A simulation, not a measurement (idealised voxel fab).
The document below concerns the process module designated voxel transistor to metal.
Cross-sectional view cut (width: 195 nm; square cell size: 5 nm).
Just so we're on the same page, the cross-sections are grids of square cells, and they're listed out in bands top to bottom, each band one or more rows deep. A band entry consists of two parts. The first gives the height of the band's top and the height of its bottom, in nm. The rest lists the band's materials from left to right, each with its width in nm. A single material labelled with the word "everywhere" fills the band from edge to edge, and the word "empty" marks empty space. Heights are expressed relative to 0, this being the level below which the as-received wafer comprises one material exclusively. The lowest band is unbounded in the downward direction and is denoted as in "0 nm and below". The two numbers in a width such as "30..40" mark its ends across the band: the first belongs to the top row of cells, the second to the bottom row, and from each row to the next the width moves by the same amount. Take "no modification" at face value: in the step it is given for, the cross-section changed in none of its cells. Any empty space of 8 cells or more lacking an open way to the top shows up in "Unvented cavities" as width x height at distance, distance from the left edge, in nm. Text after the settings on a step's line: the simulator's own remark on that step. overlay nm, on a step with a mask: how far to the right of its planned place the mask lay; to the left if negative.
**Process steps - plan**
step 1: op RECEIVE | material Si
step 2: op OXIDIZE | depth nm 5
step 3: op CONFORMAL_DEP | material SiN | thk nm 10
step 4: op DIRECTIONAL_DEP | material aC | thk nm 10
step 5: op PATTERN | tone cover | mask id ACTIVE | material resist | width nm 105 | thk nm 25 | overlay nm 0
step 6: op DIRECTIONAL_ETCH | etch materials aC | depth nm 10
step 7: op STRIP | etch materials resist
step 8: op DIRECTIONAL_ETCH | etch materials SiN | depth nm 10
step 9: op DIRECTIONAL_ETCH | etch materials SiO2 | depth nm 5
step 10: op DIRECTIONAL_ETCH | etch materials Si | depth nm 35
step 11: op STRIP | etch materials aC
step 12: op OXIDIZE | depth nm 5
step 13: op FILL_DEP | material SiO2 | thk nm 15
step 14: op CMP | height nm 10
step 15: op SELECTIVE_ETCH | etch materials SiO2 | depth nm 10
step 16: op STRIP | etch materials SiN
step 17: op SELECTIVE_ETCH | etch materials SiO2 | depth nm 5
step 18: op OXIDIZE | depth nm 5
step 19: op DIRECTIONAL_DEP | material polySi | thk nm 30
step 20: op DIRECTIONAL_DEP | material SiCN | thk nm 10
step 21: op DIRECTIONAL_DEP | material aC | thk nm 15
step 22: op PATTERN | tone cover | mask id GATE | material resist | width nm 35 | thk nm 35 | overlay nm 0
step 23: op DIRECTIONAL_ETCH | etch materials aC | depth nm 15
step 24: op STRIP | etch materials resist
step 25: op DIRECTIONAL_ETCH | etch materials SiCN | depth nm 20
step 26: op DIRECTIONAL_ETCH | etch materials polySi | depth nm 40
step 27: op STRIP | etch materials aC
step 28: op CONFORMAL_DEP | material SiO2 | thk nm 5
step 29: op DIRECTIONAL_ETCH | etch materials SiO2 | depth nm 5
step 30: op CONFORMAL_DEP | material SiN | thk nm 5
step 31: op DIRECTIONAL_ETCH | etch materials SiN | depth nm 5
step 32: op DIRECTIONAL_ETCH | etch materials SiO2 | depth nm 5
step 33: op DIRECTIONAL_ETCH | etch materials Si | depth nm 5
step 34: op EPI | material nSi | thk nm 10
step 35: op FILL_DEP | material SiO2 | thk nm 10
step 36: op CMP | height nm 25
step 37: op STRIP | etch materials polySi
step 38: op SELECTIVE_ETCH | etch materials SiO2 | depth nm 5
step 39: op CONFORMAL_DEP | material HfO2 | thk nm 5
step 40: op CONFORMAL_DEP | material TiN | thk nm 5
step 41: op FILL_DEP | material W | thk nm 5
step 42: op CMP | height nm 20
step 43: op DIRECTIONAL_DEP | material SiO2 | thk nm 10
step 44: op PATTERN | tone open | mask id CONTACT | material resist | width nm 15 | pitch nm 80 | thk nm 15 | overlay nm 0
step 45: op DIRECTIONAL_ETCH | etch materials SiO2 | depth nm 35
step 46: op STRIP | etch materials resist
step 47: op CONFORMAL_DEP | material TiN | thk nm 5
step 48: op FILL_DEP | material W | thk nm 10
step 49: op CMP | height nm 30
step 50: op DIRECTIONAL_DEP | material TiN | thk nm 5
step 51: op DIRECTIONAL_DEP | material Ru | thk nm 20
step 52: op PATTERN | tone cover | mask id METAL_1 | material resist | width nm 15 | pitch nm 80 | thk nm 15 | overlay nm 0
step 53: op DIRECTIONAL_ETCH | etch materials Ru | depth nm 20
step 54: op DIRECTIONAL_ETCH | etch materials TiN | depth nm 5
step 55: op STRIP | etch materials resist
step 56: op FILL_DEP | material lowk | thk nm 5
step 57: op CMP | height nm 55
step 58: op CONFORMAL_DEP | material SiCN | thk nm 5
step 59: op DIRECTIONAL_DEP | material SiO2 | thk nm 35
step 60: op PATTERN | tone open | mask id METAL_2 | material resist | width nm 15 | pitch nm 80 | thk nm 15 | overlay nm 0
step 61: op DIRECTIONAL_ETCH | etch materials SiO2 | depth nm 20
step 62: op STRIP | etch materials resist
step 63: op PATTERN | tone open | mask id METAL_2_HOLES | material resist | width nm 15 | pitch nm 80 | thk nm 15 | overlay nm 0
step 64: op DIRECTIONAL_ETCH | etch materials SiO2 | depth nm 15
step 65: op DIRECTIONAL_ETCH | etch materials SiCN | depth nm 5
step 66: op STRIP | etch materials resist
step 67: op CONFORMAL_DEP | material TiN | thk nm 5
step 68: op FILL_DEP | material Cu | thk nm 10
step 69: op CMP | height nm 95
step 70: op CONFORMAL_DEP | material SiCN | thk nm 5
**as received, after step 1**
    0 nm and below | Si everywhere
    Unvented cavities: none
**Post-module cross-section of the first of two wafers (run per plan)**
    100 nm to 95 nm | SiCN everywhere
    95 nm to 60 nm | 50 SiO2 | 5 TiN | 5 Cu | 5 TiN | 65 SiO2 | 5 TiN | 5 Cu | 5 TiN | 50 SiO2
    60 nm to 55 nm | 50 SiCN | 15 TiN | 65 SiCN | 15 TiN | 50 SiCN
    55 nm to 35 nm | 50 lowk | 15 Ru | 65 lowk | 15 Ru | 50 lowk
    35 nm to 30 nm | 50 lowk | 15 TiN | 65 lowk | 15 TiN | 50 lowk
    30 nm to 20 nm | 50 SiO2 | 5 TiN | 5 W | 5 TiN | 65 SiO2 | 5 TiN | 5 W | 5 TiN | 50 SiO2
    20 nm to 5 nm | 50 SiO2 | 5 TiN | 5 W | 5 TiN | 5 SiO2 | 5 SiN | 5 HfO2 | 5 TiN | 25 W | 5 TiN | 5 HfO2 | 5 SiN | 5 SiO2 | 5 TiN | 5 W | 5 TiN | 50 SiO2
    5 nm to 0 nm | 50 SiO2 | 15 TiN | 5 SiO2 | 5 SiN | 5 HfO2 | 5 TiN | 25 W | 5 TiN | 5 HfO2 | 5 SiN | 5 SiO2 | 15 TiN | 50 SiO2
    0 nm to -5 nm | 50 SiO2 | 10 TiN | 10 nSi | 5 SiN | 5 HfO2 | 35 TiN | 5 HfO2 | 5 SiN | 10 nSi | 10 TiN | 50 SiO2
    -5 nm to -10 nm | 45 SiO2 | 25 nSi | 5 SiO2 | 45 HfO2 | 5 SiO2 | 25 nSi | 45 SiO2
    -10 nm to -15 nm | 50 SiO2 | 20 nSi | 55 Si | 20 nSi | 50 SiO2
    -15 nm to -45 nm | 50 SiO2 | 95 Si | 50 SiO2
    -45 nm and below | Si everywhere
    Unvented cavities: none
**Same start, same plan as the first wafer - but one mistake in the run. Cross-section of the second of the two at the end of the module**
    100 nm to 95 nm | SiCN everywhere
    95 nm to 60 nm | 50 SiO2 | 5 TiN | 5 Cu | 5 TiN | 65 SiO2 | 5 TiN | 5 Cu | 5 TiN | 50 SiO2
    60 nm to 55 nm | 50 SiCN | 15 TiN | 65 SiCN | 15 TiN | 50 SiCN
    55 nm to 35 nm | 50 Ru | 15 lowk | 65 Ru | 15 lowk | 50 Ru
    35 nm to 30 nm | 50 TiN | 15 lowk | 65 TiN | 15 lowk | 50 TiN
    30 nm to 20 nm | 50 SiO2 | 5 TiN | 5 W | 5 TiN | 65 SiO2 | 5 TiN | 5 W | 5 TiN | 50 SiO2
    20 nm to 5 nm | 50 SiO2 | 5 TiN | 5 W | 5 TiN | 5 SiO2 | 5 SiN | 5 HfO2 | 5 TiN | 25 W | 5 TiN | 5 HfO2 | 5 SiN | 5 SiO2 | 5 TiN | 5 W | 5 TiN | 50 SiO2
    5 nm to 0 nm | 50 SiO2 | 15 TiN | 5 SiO2 | 5 SiN | 5 HfO2 | 5 TiN | 25 W | 5 TiN | 5 HfO2 | 5 SiN | 5 SiO2 | 15 TiN | 50 SiO2
    0 nm to -5 nm | 50 SiO2 | 10 TiN | 10 nSi | 5 SiN | 5 HfO2 | 35 TiN | 5 HfO2 | 5 SiN | 10 nSi | 10 TiN | 50 SiO2
    -5 nm to -10 nm | 45 SiO2 | 25 nSi | 5 SiO2 | 45 HfO2 | 5 SiO2 | 25 nSi | 45 SiO2
    -10 nm to -15 nm | 50 SiO2 | 20 nSi | 55 Si | 20 nSi | 50 SiO2
    -15 nm to -45 nm | 50 SiO2 | 95 Si | 50 SiO2
    -45 nm and below | Si everywhere
    Unvented cavities: none
Here's what went sideways: contrary to plan, step 52 was performed as op PATTERN | tone open | mask id METAL_1 | material resist | width nm 15 | pitch nm 80 | thk nm 15 | overlay nm 0
Count the cells at the end and the second wafer has more or fewer of some materials than the first: Ru +108, TiN +27, lowk -135
